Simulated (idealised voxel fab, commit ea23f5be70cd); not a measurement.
The process module presented herein is designated voxel capacitor over wiring.
This is section cut - it's 140 nm across, gridded in 5 nm square cells.
A cross-section is written here as square cells arranged in a grid, and it is given in bands from the top down, each band taking up one or more rows of cells.
Read a band's entry like this: the first values are the height of its top and the height of its bottom in nm, and what follows is the sequence of materials from left to right, each with its width in nm. Note that "empty" is empty space, and that a single material marked "throughout" reaches across the band from edge to edge.
Height reference: 0 = level under which incoming wafer is all one material. Lowest band: no bottom, runs on downward, e.g. "0 down".
A width given as "30->40" starts at the first number in the band's top row and ends at the second number in its bottom row, shifting by an equal amount at every step from row to row.
"no change occurred" for a step: no cell of the cross-section changed in that step.
Enclosed cavities: empty space of 8 cells or more with no open way to the top, each as width x height at its distance from the left edge, in nm
Text after the settings on a step's line: the simulator's own remark on that step.
For masked steps, "overlay nm" on the step line gives how far right of plan the mask actually lay; a minus sign means it lay to the left.

The process steps that were planned are listed below
1: RECEIVE (material Si)
2: CONFORMAL_DEP (material SiO2; thk nm 10)
3: DIRECTIONAL_DEP (material TiN; thk nm 5)
4: DIRECTIONAL_DEP (material Ru; thk nm 15)
5: MASKED_ETCH (tone cover; mask id METAL_1; width nm 20; pitch nm 80; etch materials Ru; depth nm 15; overlay nm 0)
6: MASKED_ETCH (tone cover; mask id METAL_1; width nm 20; pitch nm 80; etch materials TiN; depth nm 5; overlay nm 0)
7: CONFORMAL_DEP (material SiCN; thk nm 5)
8: FILL_DEP (material SiO2; thk nm 10)
9: CMP (height nm 30)
10: CONFORMAL_DEP (material SiCN; thk nm 5)
11: DIRECTIONAL_DEP (material lowk; thk nm 15)
12: MASKED_ETCH (tone open; mask id PLUG_1; width nm 15; etch materials lowk; depth nm 15; overlay nm 0)
13: MASKED_ETCH (tone open; mask id PLUG_1; width nm 15; etch materials SiCN; depth nm 5; overlay nm 0)
14: EPI (material Ru; thk nm 10)
15: EPI (material Ru; thk nm 10)
16: DIRECTIONAL_DEP (material TiN; thk nm 10)
17: DIRECTIONAL_DEP (material SiN; thk nm 5)
18: DIRECTIONAL_DEP (material TiN; thk nm 5)
19: PATTERN (tone cover; mask id UPPER_PLATE; material resist; width nm 65; thk nm 15; overlay nm 0)
20: DIRECTIONAL_ETCH (etch materials TiN; depth nm 5)
21: DIRECTIONAL_ETCH (etch materials SiN; depth nm 5)
22: STRIP (etch materials resist)
23: DIRECTIONAL_DEP (material aC; thk nm 15)
24: PATTERN (tone cover; mask id LOWER_PLATE; material resist; width nm 75; thk nm 30; overlay nm 0)
25: DIRECTIONAL_ETCH (etch materials aC; depth nm 15)
26: STRIP (etch materials resist)
27: DIRECTIONAL_ETCH (etch materials TiN; depth nm 10)
28: STRIP (etch materials aC)
29: FILL_DEP (material SiO2; thk nm 15)
30: CMP (height nm 80)
31: PATTERN (tone open; mask id PLUG_2; material resist; width nm 15; thk nm 15; overlay nm 0)
32: DIRECTIONAL_ETCH (etch materials SiO2; depth nm 10)
33: STRIP (etch materials resist)
34: CONFORMAL_DEP (material TiN; thk nm 5)
35: FILL_DEP (material W; thk nm 5)
36: CMP (height nm 80)
37: CONFORMAL_DEP (material SiN; thk nm 5)

First wafer, two in total, run as planned

Step 1 complete: cross-section of the wafer as received
    0 down  Si throughout
    Enclosed cavities: none

Cross-section of the wafer subsequent to step 2
    10 to 0  SiO2 throughout
    Below 0, the layers are the same as they were.

Cross-section of the wafer subsequent to step 3
    15 to 10  TiN throughout
    Below 10, the layers are the same as they were.

Cross-section of the wafer subsequent to step 4
    30 to 15  Ru throughout
    Below 15, the layers are the same as they were.

Cross-section of the wafer subsequent to step 5
    30 to 15  20 nm empty, 20 nm Ru, 60 nm empty, 20 nm Ru, 20 nm empty
    Below 15, the layers are the same as they were.

Cross-section of the wafer subsequent to step 6
    30 to 15  20 nm empty, 20 nm Ru, 60 nm empty, 20 nm Ru, 20 nm empty
    15 to 10  20 nm empty, 20 nm TiN, 60 nm empty, 20 nm TiN, 20 nm empty
    Below 10, the layers are the same as they were.

Cross-section of the wafer subsequent to step 7
    35 to 30  15 nm empty, 30 nm SiCN, 50 nm empty, 30 nm SiCN, 15 nm empty
    30 to 15  15 nm empty, 5 nm SiCN, 20 nm Ru, 5 nm SiCN, 50 nm empty, 5 nm SiCN, 20 nm Ru, 5 nm SiCN, 15 nm empty
    15 to 10  20 nm SiCN, 20 nm TiN, 60 nm SiCN, 20 nm TiN, 20 nm SiCN
    Below 10, the layers are the same as they were.

Cross-section of the wafer subsequent to step 8
    45 to 35  SiO2 throughout
    35 to 30  15 nm SiO2, 30 nm SiCN, 50 nm SiO2, 30 nm SiCN, 15 nm SiO2
    30 to 15  15 nm SiO2, 5 nm SiCN, 20 nm Ru, 5 nm SiCN, 50 nm SiO2, 5 nm SiCN, 20 nm Ru, 5 nm SiCN, 15 nm SiO2
    Below 15, the layers are the same as they were.

Cross-section of the wafer subsequent to step 9
    30 to 15  15 nm SiO2, 5 nm SiCN, 20 nm Ru, 5 nm SiCN, 50 nm SiO2, 5 nm SiCN, 20 nm Ru, 5 nm SiCN, 15 nm SiO2
    Below 15, the layers are the same as they were.

Cross-section of the wafer subsequent to step 10
    35 to 30  SiCN throughout
    Below 30, the layers are the same as they were.

Cross-section of the wafer subsequent to step 11
    50 to 35  lowk throughout
    Below 35, the layers are the same as they were.

Cross-section of the wafer subsequent to step 12
    50 to 35  25 nm lowk, 15 nm empty, 100 nm lowk
    Below 35, the layers are the same as they were.

Cross-section of the wafer subsequent to step 13
    50 to 35  25 nm lowk, 15 nm empty, 100 nm lowk
    35 to 30  25 nm SiCN, 15 nm empty, 100 nm SiCN
    Below 30, the layers are the same as they were.

Cross-section of the wafer subsequent to step 14
    50 to 40  25 nm lowk, 15 nm empty, 100 nm lowk
    40 to 35  25 nm lowk, 15 nm Ru, 100 nm lowk
    35 to 30  25 nm SiCN, 15 nm Ru, 100 nm SiCN
    Below 30, the layers are the same as they were.

Cross-section of the wafer subsequent to step 15
    50 to 35  25 nm lowk, 15 nm Ru, 100 nm lowk
    Below 35, the layers are the same as they were.

Cross-section of the wafer subsequent to step 16
    60 to 50  TiN throughout
    Below 50, the layers are the same as they were.

Cross-section of the wafer subsequent to step 17
    65 to 60  SiN throughout
    Below 60, the layers are the same as they were.

Cross-section of the wafer subsequent to step 18
    70 to 65  TiN throughout
    Below 65, the layers are the same as they were.

Cross-section of the wafer subsequent to step 19
    85 to 70  25 nm empty, 65 nm resist, 50 nm empty
    Below 70, the layers are the same as they were.

Cross-section of the wafer subsequent to step 20
    85 to 70  25 nm empty, 65 nm resist, 50 nm empty
    70 to 65  25 nm empty, 65 nm TiN, 50 nm empty
    Below 65, the layers are the same as they were.

Cross-section of the wafer subsequent to step 21
    85 to 70  25 nm empty, 65 nm resist, 50 nm empty
    70 to 65  25 nm empty, 65 nm TiN, 50 nm empty
    65 to 60  25 nm empty, 65 nm SiN, 50 nm empty
    Below 60, the layers are the same as they were.

Cross-section of the wafer subsequent to step 22
    70 to 65  25 nm empty, 65 nm TiN, 50 nm empty
    Below 65, the layers are the same as they were.

Cross-section of the wafer subsequent to step 23
    85 to 75  25 nm empty, 65 nm aC, 50 nm empty
    75 to 70  aC throughout
    70 to 65  25 nm aC, 65 nm TiN, 50 nm aC
    65 to 60  25 nm aC, 65 nm SiN, 50 nm aC
    Below 60, the layers are the same as they were.

Cross-section of the wafer subsequent to step 24
    115 to 85  20 nm empty, 75 nm resist, 45 nm empty
    85 to 75  20 nm empty, 5 nm resist, 65 nm aC, 5 nm resist, 45 nm empty
    Below 75, the layers are the same as they were.

Cross-section of the wafer subsequent to step 25
    100 to 85  20 nm empty, 75 nm resist, 45 nm empty
    85 to 75  20 nm empty, 5 nm resist, 65 nm aC, 5 nm resist, 45 nm empty
    75 to 70  20 nm empty, 75 nm aC, 45 nm empty
    70 to 65  20 nm empty, 5 nm aC, 65 nm TiN, 5 nm aC, 45 nm empty
    65 to 60  20 nm empty, 5 nm aC, 65 nm SiN, 5 nm aC, 45 nm empty
    Below 60, the layers are the same as they were.

Cross-section of the wafer subsequent to step 26
    85 to 75  25 nm empty, 65 nm aC, 50 nm empty
    Below 75, the layers are the same as they were.

Cross-section of the wafer subsequent to step 27
    85 to 75  25 nm empty, 65 nm aC, 50 nm empty
    75 to 70  20 nm empty, 75 nm aC, 45 nm empty
    70 to 65  20 nm empty, 5 nm aC, 65 nm TiN, 5 nm aC, 45 nm empty
    65 to 60  20 nm empty, 5 nm aC, 65 nm SiN, 5 nm aC, 45 nm empty
    60 to 50  20 nm empty, 75 nm TiN, 45 nm empty
    Below 50, the layers are the same as they were.

Cross-section of the wafer subsequent to step 28
    70 to 65  25 nm empty, 65 nm TiN, 50 nm empty
    65 to 60  25 nm empty, 65 nm SiN, 50 nm empty
    Below 60, the layers are the same as they were.

Cross-section of the wafer subsequent to step 29
    85 to 70  SiO2 throughout
    70 to 65  25 nm SiO2, 65 nm TiN, 50 nm SiO2
    65 to 60  25 nm SiO2, 65 nm SiN, 50 nm SiO2
    60 to 50  20 nm SiO2, 75 nm TiN, 45 nm SiO2
    Below 50, the layers are the same as they were.

Cross-section of the wafer subsequent to step 30
    80 to 70  SiO2 throughout
    Below 70, the layers are the same as they were.

Cross-section of the wafer subsequent to step 31
    95 to 80  35 nm resist, 15 nm empty, 90 nm resist
    Below 80, the layers are the same as they were.

Cross-section of the wafer subsequent to step 32
    95 to 80  35 nm resist, 15 nm empty, 90 nm resist
    80 to 70  35 nm SiO2, 15 nm empty, 90 nm SiO2
    Below 70, the layers are the same as they were.

Cross-section of the wafer subsequent to step 33
    80 to 70  35 nm SiO2, 15 nm empty, 90 nm SiO2
    Below 70, the layers are the same as they were.

Cross-section of the wafer subsequent to step 34
    85 to 80  40 nm TiN, 5 nm empty, 95 nm TiN
    80 to 75  35 nm SiO2, 5 nm TiN, 5 nm empty, 5 nm TiN, 90 nm SiO2
    75 to 65  35->25 nm SiO2, 15->65 nm TiN, 90->50 nm SiO2
    Below 65, the layers are the same as they were.

Cross-section of the wafer subsequent to step 35
    90 to 85  W throughout
    85 to 80  40 nm TiN, 5 nm W, 95 nm TiN
    80 to 75  35 nm SiO2, 5 nm TiN, 5 nm W, 5 nm TiN, 90 nm SiO2
    Below 75, the layers are the same as they were.

Cross-section of the wafer subsequent to step 36
    80 to 75  35 nm SiO2, 5 nm TiN, 5 nm W, 5 nm TiN, 90 nm SiO2
    Below 75, the layers are the same as they were.

Cross-section of the wafer subsequent to step 37
    85 to 80  SiN throughout
    Below 80, the layers are the same as they were.

Wafer two. Same start, same plan, one slip in execution. Same as wafer one through step 2, inclusive

Second wafer, cut view, end of step 3 per plan
    15 to 10  W throughout
    Below 10, the layers are the same as they were.

Second wafer, cut view, end of step 4 per plan
    30 to 15  Ru throughout
    Below 15, the layers are the same as they were.

Second wafer, cut view, end of step 5 per plan
    30 to 15  20 nm empty, 20 nm Ru, 60 nm empty, 20 nm Ru, 20 nm empty
    Below 15, the layers are the same as they were.

Second wafer, cut view, end of step 6 per plan: no change occurred

Second wafer, cut view, end of step 7 per plan
    35 to 30  15 nm empty, 30 nm SiCN, 50 nm empty, 30 nm SiCN, 15 nm empty
    30 to 20  15 nm empty, 5 nm SiCN, 20 nm Ru, 5 nm SiCN, 50 nm empty, 5 nm SiCN, 20 nm Ru, 5 nm SiCN, 15 nm empty
    20 to 15  20 nm SiCN, 20 nm Ru, 60 nm SiCN, 20 nm Ru, 20 nm SiCN
    Below 15, the layers are the same as they were.

Second wafer, cut view, end of step 8 per plan
    45 to 35  SiO2 throughout
    35 to 30  15 nm SiO2, 30 nm SiCN, 50 nm SiO2, 30 nm SiCN, 15 nm SiO2
    30 to 20  15 nm SiO2, 5 nm SiCN, 20 nm Ru, 5 nm SiCN, 50 nm SiO2, 5 nm SiCN, 20 nm Ru, 5 nm SiCN, 15 nm SiO2
    Below 20, the layers are the same as they were.

Second wafer, cut view, end of step 9 per plan
    30 to 20  15 nm SiO2, 5 nm SiCN, 20 nm Ru, 5 nm SiCN, 50 nm SiO2, 5 nm SiCN, 20 nm Ru, 5 nm SiCN, 15 nm SiO2
    Below 20, the layers are the same as they were.

Second wafer, cut view, end of step 10 per plan
    35 to 30  SiCN throughout
    Below 30, the layers are the same as they were.

Second wafer, cut view, end of step 11 per plan
    50 to 35  lowk throughout
    Below 35, the layers are the same as they were.

Second wafer, cut view, end of step 12 per plan
    50 to 35  25 nm lowk, 15 nm empty, 100 nm lowk
    Below 35, the layers are the same as they were.

Second wafer, cut view, end of step 13 per plan
    50 to 35  25 nm lowk, 15 nm empty, 100 nm lowk
    35 to 30  25 nm SiCN, 15 nm empty, 100 nm SiCN
    Below 30, the layers are the same as they were.

Second wafer, cut view, end of step 14 per plan
    50 to 40  25 nm lowk, 15 nm empty, 100 nm lowk
    40 to 35  25 nm lowk, 15 nm Ru, 100 nm lowk
    35 to 30  25 nm SiCN, 15 nm Ru, 100 nm SiCN
    Below 30, the layers are the same as they were.

Second wafer, cut view, end of step 15 per plan
    50 to 35  25 nm lowk, 15 nm Ru, 100 nm lowk
    Below 35, the layers are the same as they were.

Second wafer, cut view, end of step 16 per plan
    60 to 50  TiN throughout
    Below 50, the layers are the same as they were.

Second wafer, cut view, end of step 17 per plan
    65 to 60  SiN throughout
    Below 60, the layers are the same as they were.

Second wafer, cut view, end of step 18 per plan
    70 to 65  TiN throughout
    Below 65, the layers are the same as they were.

Second wafer, cut view, end of step 19 per plan
    85 to 70  25 nm empty, 65 nm resist, 50 nm empty
    Below 70, the layers are the same as they were.

Second wafer, cut view, end of step 20 per plan
    85 to 70  25 nm empty, 65 nm resist, 50 nm empty
    70 to 65  25 nm empty, 65 nm TiN, 50 nm empty
    Below 65, the layers are the same as they were.

Second wafer, cut view, end of step 21 per plan
    85 to 70  25 nm empty, 65 nm resist, 50 nm empty
    70 to 65  25 nm empty, 65 nm TiN, 50 nm empty
    65 to 60  25 nm empty, 65 nm SiN, 50 nm empty
    Below 60, the layers are the same as they were.

Second wafer, cut view, end of step 22 per plan
    70 to 65  25 nm empty, 65 nm TiN, 50 nm empty
    Below 65, the layers are the same as they were.

Second wafer, cut view, end of step 23 per plan
    85 to 75  25 nm empty, 65 nm aC, 50 nm empty
    75 to 70  aC throughout
    70 to 65  25 nm aC, 65 nm TiN, 50 nm aC
    65 to 60  25 nm aC, 65 nm SiN, 50 nm aC
    Below 60, the layers are the same as they were.

Second wafer, cut view, end of step 24 per plan
    115 to 85  20 nm empty, 75 nm resist, 45 nm empty
    85 to 75  20 nm empty, 5 nm resist, 65 nm aC, 5 nm resist, 45 nm empty
    Below 75, the layers are the same as they were.

Second wafer, cut view, end of step 25 per plan
    100 to 85  20 nm empty, 75 nm resist, 45 nm empty
    85 to 75  20 nm empty, 5 nm resist, 65 nm aC, 5 nm resist, 45 nm empty
    75 to 70  20 nm empty, 75 nm aC, 45 nm empty
    70 to 65  20 nm empty, 5 nm aC, 65 nm TiN, 5 nm aC, 45 nm empty
    65 to 60  20 nm empty, 5 nm aC, 65 nm SiN, 5 nm aC, 45 nm empty
    Below 60, the layers are the same as they were.

Second wafer, cut view, end of step 26 per plan
    85 to 75  25 nm empty, 65 nm aC, 50 nm empty
    Below 75, the layers are the same as they were.

Second wafer, cut view, end of step 27 per plan
    85 to 75  25 nm empty, 65 nm aC, 50 nm empty
    75 to 70  20 nm empty, 75 nm aC, 45 nm empty
    70 to 65  20 nm empty, 5 nm aC, 65 nm TiN, 5 nm aC, 45 nm empty
    65 to 60  20 nm empty, 5 nm aC, 65 nm SiN, 5 nm aC, 45 nm empty
    60 to 50  20 nm empty, 75 nm TiN, 45 nm empty
    Below 50, the layers are the same as they were.

Second wafer, cut view, end of step 28 per plan
    70 to 65  25 nm empty, 65 nm TiN, 50 nm empty
    65 to 60  25 nm empty, 65 nm SiN, 50 nm empty
    Below 60, the layers are the same as they were.

Second wafer, cut view, end of step 29 per plan
    85 to 70  SiO2 throughout
    70 to 65  25 nm SiO2, 65 nm TiN, 50 nm SiO2
    65 to 60  25 nm SiO2, 65 nm SiN, 50 nm SiO2
    60 to 50  20 nm SiO2, 75 nm TiN, 45 nm SiO2
    Below 50, the layers are the same as they were.

Second wafer, cut view, end of step 30 per plan
    80 to 70  SiO2 throughout
    Below 70, the layers are the same as they were.

Second wafer, cut view, end of step 31 per plan
    95 to 80  35 nm resist, 15 nm empty, 90 nm resist
    Below 80, the layers are the same as they were.

Second wafer, cut view, end of step 32 per plan
    95 to 80  35 nm resist, 15 nm empty, 90 nm resist
    80 to 70  35 nm SiO2, 15 nm empty, 90 nm SiO2
    Below 70, the layers are the same as they were.

Second wafer, cut view, end of step 33 per plan
    80 to 70  35 nm SiO2, 15 nm empty, 90 nm SiO2
    Below 70, the layers are the same as they were.

Second wafer, cut view, end of step 34 per plan
    85 to 80  40 nm TiN, 5 nm empty, 95 nm TiN
    80 to 75  35 nm SiO2, 5 nm TiN, 5 nm empty, 5 nm TiN, 90 nm SiO2
    75 to 65  35->25 nm SiO2, 15->65 nm TiN, 90->50 nm SiO2
    Below 65, the layers are the same as they were.

Second wafer, cut view, end of step 35 per plan
    90 to 85  W throughout
    85 to 80  40 nm TiN, 5 nm W, 95 nm TiN
    80 to 75  35 nm SiO2, 5 nm TiN, 5 nm W, 5 nm TiN, 90 nm SiO2
    Below 75, the layers are the same as they were.

Second wafer, cut view, end of step 36 per plan
    80 to 75  35 nm SiO2, 5 nm TiN, 5 nm W, 5 nm TiN, 90 nm SiO2
    Below 75, the layers are the same as they were.

Second wafer, cut view, end of step 37 per plan
    85 to 80  SiN throughout
    Below 80, the layers are the same as they were.
What was the processing mistake? off-plan run, step 3, actual operation and settings DIRECTIONAL_DEP (material W; thk nm 5)
at the end the second wafer has, in cells: 4 fewer of SiCN; 16 fewer of SiO2; 8 fewer of TiN; 28 more of W
